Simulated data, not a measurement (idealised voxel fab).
The process module that follows is named voxel wiring stack.
The cross-section shown here is cut; it is 230 nm wide and divided into square cells measuring 5 nm on a side.
Cross-sections here: square-cell grids, written as top-down lists of bands, a band being one or more rows of cells. Basically the band line says how high the top is and how high the bottom is, in nm, and then what's in it from left to right, every material with its width in nm. Empty space shows up as "empty", and if a single material carries "full width" it runs the full band edge to edge. The level at which height equals 0 is the one under which the wafer, as it arrives, is entirely one material. No lower edge exists for the bottom band, which continues downward and is notated as in "0 down". Width spec "30..40" -> top row of cells at first value, bottom row at second value, equal per-row change in between. Any step labelled "no alteration" changed none of the cells in the cross-section. In "Cavities, sealed" the enclosed voids are listed, meaning empty spaces of 8 cells or larger without any opening to the top. The form is width x height at distance, distance from the left edge, units nm. Note: text after step settings on the step line = simulator remark on that step. Among the settings permitted on a step's line is "overlay nm"; applied to a step with a mask, it specifies the extent to which the mask lay to the right of its planned position, whereas a negative figure signifies a position to the left.

[Process steps - plan]
1. RECEIVE, material Si
2. CONFORMAL_DEP, material SiO2, thk nm 10
3. CONFORMAL_DEP, material SiCN, thk nm 5
4. DIRECTIONAL_DEP, material SiO2, thk nm 15
5. MASKED_ETCH, tone open, mask id METAL_1, width nm 20, pitch nm 35, etch materials SiO2, depth nm 15, overlay nm 0
6. MASKED_ETCH, tone open, mask id METAL_1, width nm 20, pitch nm 35, etch materials SiCN, depth nm 5, overlay nm 0
7. CONFORMAL_DEP, material TiN, thk nm 5
8. FILL_DEP, material W, thk nm 5
9. CMP, height nm 30
10. EPI, material Ru, thk nm 5
11. FILL_DEP, material SiCN, thk nm 5
12. DIRECTIONAL_DEP, material lowk, thk nm 20
13. MASKED_ETCH, tone open, mask id PLUG_1, width nm 15, pitch nm 35, etch materials lowk, depth nm 20, overlay nm 0
14. MASKED_ETCH, tone open, mask id PLUG_1, width nm 15, pitch nm 35, etch materials SiCN, depth nm 5, overlay nm 0
15. CONFORMAL_DEP, material TiN, thk nm 5
16. FILL_DEP, material Cu, thk nm 10
17. CMP, height nm 60
18. DIRECTIONAL_DEP, material TiN, thk nm 5
19. DIRECTIONAL_DEP, material W, thk nm 20
20. PATTERN, tone cover, mask id METAL_2, material resist, width nm 20, pitch nm 35, thk nm 15, overlay nm 0
21. DIRECTIONAL_ETCH, etch materials W, depth nm 20
22. DIRECTIONAL_ETCH, etch materials TiN, depth nm 5
23. STRIP, etch materials resist
24. FILL_DEP, material lowk, thk nm 10
25. CMP, height nm 85
26. CONFORMAL_DEP, material SiCN, thk nm 5
27. DIRECTIONAL_DEP, material SiO2, thk nm 30
28. DIRECTIONAL_DEP, material aC, thk nm 10
29. PATTERN, tone open, mask id METAL_3_HOLES, material resist, width nm 15, pitch nm 70, thk nm 25, overlay nm 0
30. DIRECTIONAL_ETCH, etch materials aC, depth nm 10
31. STRIP, etch materials resist
32. DIRECTIONAL_ETCH, etch materials SiO2, depth nm 30
33. STRIP, etch materials aC
34. PATTERN, tone open, mask id METAL_3, material resist, width nm 20, pitch nm 35, thk nm 20, overlay nm 0
35. DIRECTIONAL_ETCH, etch materials SiO2, depth nm 15
36. DIRECTIONAL_ETCH, etch materials SiCN, depth nm 5
37. STRIP, etch materials resist
38. CONFORMAL_DEP, material TiN, thk nm 5
39. FILL_DEP, material Cu, thk nm 5
40. CMP, height nm 120
41. CONFORMAL_DEP, material SiCN, thk nm 5

[Incoming wafer, cross-sectional view, post step 1]
    0 down | Si full width
    Cavities, sealed: none

[Run as planned - first of the two wafers cross-sectioned at the end of the module]
    125 to 120 | SiCN full width
    120 to 110 | 50 SiO2, then 5 TiN, then 10 Cu, then 5 TiN, then 15 SiO2, then 5 TiN, then 10 Cu, then 5 TiN, then 15 SiO2, then 5 TiN, then 10 Cu, then 5 TiN, then 15 SiO2, then 5 TiN, then 10 Cu, then 5 TiN, then 55 SiO2
    110 to 105 | 50 SiO2, then 5 TiN, then 5 Cu, then 10 TiN, then 15 SiO2, then 20 TiN, then 15 SiO2, then 5 TiN, then 5 Cu, then 10 TiN, then 15 SiO2, then 20 TiN, then 55 SiO2
    105 to 90 | 50 SiO2, then 5 TiN, then 5 Cu, then 5 TiN, then 55 SiO2, then 5 TiN, then 5 Cu, then 5 TiN, then 95 SiO2
    90 to 85 | 50 SiCN, then 15 TiN, then 55 SiCN, then 15 TiN, then 95 SiCN
    85 to 65 | 50 lowk, then 20 W, then 15 lowk, then 20 W, then 15 lowk, then 20 W, then 15 lowk, then 20 W, then 55 lowk
    65 to 60 | 50 lowk, then 20 TiN, then 15 lowk, then 20 TiN, then 15 lowk, then 20 TiN, then 15 lowk, then 20 TiN, then 55 lowk
    60 to 40 | 50 lowk, then 5 TiN, then 5 Cu, then 5 TiN, then 20 lowk, then 5 TiN, then 5 Cu, then 5 TiN, then 20 lowk, then 5 TiN, then 5 Cu, then 5 TiN, then 20 lowk, then 5 TiN, then 5 Cu, then 5 TiN, then 60 lowk
    40 to 35 | 50 SiCN, then 15 TiN, then 20 SiCN, then 15 TiN, then 20 SiCN, then 15 TiN, then 20 SiCN, then 15 TiN, then 60 SiCN
    35 to 30 | 45 SiCN, then 30 Ru, then 5 SiCN, then 30 Ru, then 5 SiCN, then 30 Ru, then 5 SiCN, then 30 Ru, then 50 SiCN
    30 to 15 | 50 SiO2, then 5 TiN, then 10 W, then 5 TiN, then 15 SiO2, then 5 TiN, then 10 W, then 5 TiN, then 15 SiO2, then 5 TiN, then 10 W, then 5 TiN, then 15 SiO2, then 5 TiN, then 10 W, then 5 TiN, then 55 SiO2
    15 to 10 | 50 SiCN, then 20 TiN, then 15 SiCN, then 20 TiN, then 15 SiCN, then 20 TiN, then 15 SiCN, then 20 TiN, then 55 SiCN
    10 to 0 | SiO2 full width
    0 down | Si full width
    Cavities, sealed: none

[Second wafer cross-section at end of module - shared start and plan with the first, one mistake in the run]
    125 to 120 | SiCN full width
    120 to 110 | 50 SiO2, then 5 TiN, then 10 Cu, then 5 TiN, then 15 SiO2, then 5 TiN, then 10 Cu, then 5 TiN, then 15 SiO2, then 5 TiN, then 10 Cu, then 5 TiN, then 15 SiO2, then 5 TiN, then 10 Cu, then 5 TiN, then 55 SiO2
    110 to 105 | 50 SiO2, then 5 TiN, then 5 Cu, then 10 TiN, then 15 SiO2, then 20 TiN, then 15 SiO2, then 5 TiN, then 5 Cu, then 10 TiN, then 15 SiO2, then 20 TiN, then 55 SiO2
    105 to 90 | 50 SiO2, then 5 TiN, then 5 Cu, then 5 TiN, then 55 SiO2, then 5 TiN, then 5 Cu, then 5 TiN, then 95 SiO2
    90 to 85 | 50 SiCN, then 15 TiN, then 55 SiCN, then 15 TiN, then 95 SiCN
    85 to 65 | 50 lowk, then 20 W, then 15 lowk, then 20 W, then 15 lowk, then 20 W, then 15 lowk, then 20 W, then 55 lowk
    65 to 60 | 50 lowk, then 20 TiN, then 15 lowk, then 20 TiN, then 15 lowk, then 20 TiN, then 15 lowk, then 20 TiN, then 55 lowk
    60 to 40 | 50 lowk, then 5 TiN, then 5 Cu, then 5 TiN, then 20 lowk, then 5 TiN, then 5 Cu, then 5 TiN, then 20 lowk, then 5 TiN, then 5 Cu, then 5 TiN, then 20 lowk, then 5 TiN, then 5 Cu, then 5 TiN, then 60 lowk
    40 to 35 | 50 SiCN, then 15 TiN, then 20 SiCN, then 15 TiN, then 20 SiCN, then 15 TiN, then 20 SiCN, then 15 TiN, then 60 SiCN
    35 to 30 | Ru full width
    30 to 15 | TiN full width
    15 to 10 | SiCN full width
    10 to 0 | SiO2 full width
    0 down | Si full width
    Cavities, sealed: none
Heads up, the wafer didn't run the way we planned it: not per plan at step 4, really ran DIRECTIONAL_DEP, material TiN, thk nm 15
Per the end-of-run cell counts, the second wafer holds more or fewer of some materials than the first: +22 Ru; -6 SiCN; -90 SiO2; +98 TiN; -24 W
